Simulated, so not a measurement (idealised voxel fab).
Process module, titled voxel tone inversion
Displayed cross-section: cut, width of 295 nm, square cells sized 5 nm.
Cross-section spec: square-cell grid; bands listed top down; each band is one or more rows. Basically the band line says how high the top is and how high the bottom is, in nm, and then what's in it from left to right, every material with its width in nm. Empty space shows up as "empty", and if a single material carries "full width" it runs the full band edge to edge. Ref level 0: as-received wafer is one material below here. Bottom band extends down with no lower bound ("0..down"). The expression "30 to 40" gives the width at the extremes of the band, the first number at its top row of cells and the second at its bottom row, with the width changing by equal amounts from each row to the next in between. "no alterations made" for a step: no cell of the cross-section changed in that step. For the entry "Closed void listing", the listed items are empty spaces with no open way to the top whose size is 8 cells or more; each item follows the pattern width x height at distance, where distance is from the left edge and all three are in nm. Past the settings on a step's line: simulator remark, on that step. overlay nm: step with mask; distance mask lay right of planned place; negative value = left of planned place.
**Set out below are the planned steps of the process**
- 1: RECEIVE with material Si
- 2: CONFORMAL_DEP with material SiN, thk nm 10
- 3: DIRECTIONAL_DEP with material polySi, thk nm 20
- 4: PATTERN with tone cover, mask id POSTS, material resist, width nm 20, pitch nm 50, thk nm 30, overlay nm 0
- 5: DIRECTIONAL_ETCH with etch materials polySi, depth nm 20
- 6: STRIP with etch materials resist
- 7: FILL_DEP with material lowk, thk nm 10
- 8: CMP with height nm 30
- 9: STRIP with etch materials polySi
- 10: CONFORMAL_DEP with material TiN, thk nm 5
- 11: FILL_DEP with material Ru, thk nm 5
- 12: CMP with height nm 30
- 13: CONFORMAL_DEP with material SiCN, thk nm 5
varied across the wafers: thk nm of step 10. The plan shows the first wafer's value. All wafers start alike
**Here's the first of the wafers in cross-section, just as we got it, i.e. after step 1**
- 0..down: Si full width
- Closed void listing: none
**First of several wafers in cross-section at module end, following the final step, step 13**
- 35..30: SiCN full width
- 30..15: lowk: 110; TiN: 5; Ru: 10; TiN: 5; lowk: 30; TiN: 5; Ru: 10; TiN: 5; lowk: 115
- 15..10: lowk: 110; TiN: 20; lowk: 30; TiN: 20; lowk: 115
- 10..0: SiN full width
- 0..down: Si full width
- Closed void listing: none
**Cross-section of the final wafer among several, taken at the end of the module**
- 35..30: SiCN full width
- 30..10: lowk: 110; TiN: 20; lowk: 30; TiN: 20; lowk: 115
- 10..0: SiN full width
- 0..down: Si full width
- Closed void listing: none
**Below is a per-wafer table. In it, each row describes the wafer at the end of the module by giving, for each material, the number of cells gained (+) or lost (-) since the wafer was received, and after that the closed voids of the wafer**
thk nm 5 | +12 Ru | +59 SiCN | +118 SiN | +20 TiN | +204 lowk | Closed void listing: none
thk nm 10 | +59 SiCN | +118 SiN | +32 TiN | +204 lowk | Closed void listing: none
thk nm 15 | +59 SiCN | +118 SiN | +32 TiN | +204 lowk | Closed void listing: none
thk nm 20 | +59 SiCN | +118 SiN | +32 TiN | +204 lowk | Closed void listing: none
